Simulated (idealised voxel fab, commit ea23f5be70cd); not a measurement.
process module | voxel self aligned contacts
cross-section cut | 240 nm wide | cells 5 nm
A cross-section is a grid of square cells, given in bands from the top down. A band is one or more rows of cells.
Each band's line starts with the height of the band's top and of its bottom, in nm. Then come its materials from left to right, each with its width in nm. One material with "throughout" fills the band from edge to edge. "air" is empty space.
Height 0 is the level under which the wafer as received is all one material. The lowest band goes on downwards, as in "0 down".
A width such as "30 to 40" changes by the same amount from each row of cells to the next, from the band's top row to its bottom row.
"no change" after a step means that no cell of the cross-section changed.
closed voids: empty space of 8 cells or more with no open way to the top, each as width x height at its distance from the left edge, in nm
after a step's settings: what the simulator itself notes on the step
overlay nm, on a step with a mask: how far to the right of its planned place the mask lay; to the left if negative
plan
1 op RECEIVE | material Si
2 op CONFORMAL_DEP | material SiO2 | thk nm 5
3 op DIRECTIONAL_DEP | material polySi | thk nm 25
4 op DIRECTIONAL_DEP | material SiN | thk nm 20
5 op DIRECTIONAL_DEP | material aC | thk nm 15
6 op PATTERN | tone cover | mask id GATE | material resist | width nm 35 | pitch nm 60 | thk nm 30 | overlay nm 0
7 op DIRECTIONAL_ETCH | etch materials aC | depth nm 15
8 op STRIP | etch materials resist
9 op DIRECTIONAL_ETCH | etch materials SiN | depth nm 20
10 op DIRECTIONAL_ETCH | etch materials polySi | depth nm 25
11 op STRIP | etch materials aC
12 op CONFORMAL_DEP | material SiN | thk nm 5
13 op DIRECTIONAL_ETCH | etch materials SiN | depth nm 5
14 op FILL_DEP | material SiO2 | thk nm 15
15 op CMP | height nm 55
16 op PATTERN | tone open | mask id CONTACT | material resist | width nm 45 | thk nm 15 | overlay nm 0
17 op DIRECTIONAL_ETCH | etch materials SiO2 | depth nm 55
18 op STRIP | etch materials resist
19 op CONFORMAL_DEP | material TiN | thk nm 5
20 op FILL_DEP | material W | thk nm 5
21 op CMP | height nm 55
22 op CONFORMAL_DEP | material SiN | thk nm 5
as received, after step 1
  0 down: Si throughout
  closed voids: none
a wafer at the end: this start, this plan, one mistake
  60 to 55: SiN throughout
  55 to 50: SiO2 95 | TiN 10 | W 5 | TiN 30 | SiO2 100
  50 to 30: SiO2 55 | SiN 45 | TiN 5 | W 5 | TiN 5 | SiN 45 | SiO2 80
  30 to 5: SiO2 55 | SiN 5 | polySi 35 | SiN 5 | TiN 5 | W 5 | TiN 5 | SiN 5 | polySi 35 | SiN 5 | SiO2 80
  5 to 0: SiO2 100 | TiN 15 | SiO2 125
  0 down: Si throughout
  closed voids: none
what went wrong: step 6 ran as: op PATTERN | tone cover | mask id GATE | material resist | width nm 35 | pitch nm 60 | thk nm 30 | overlay nm -10
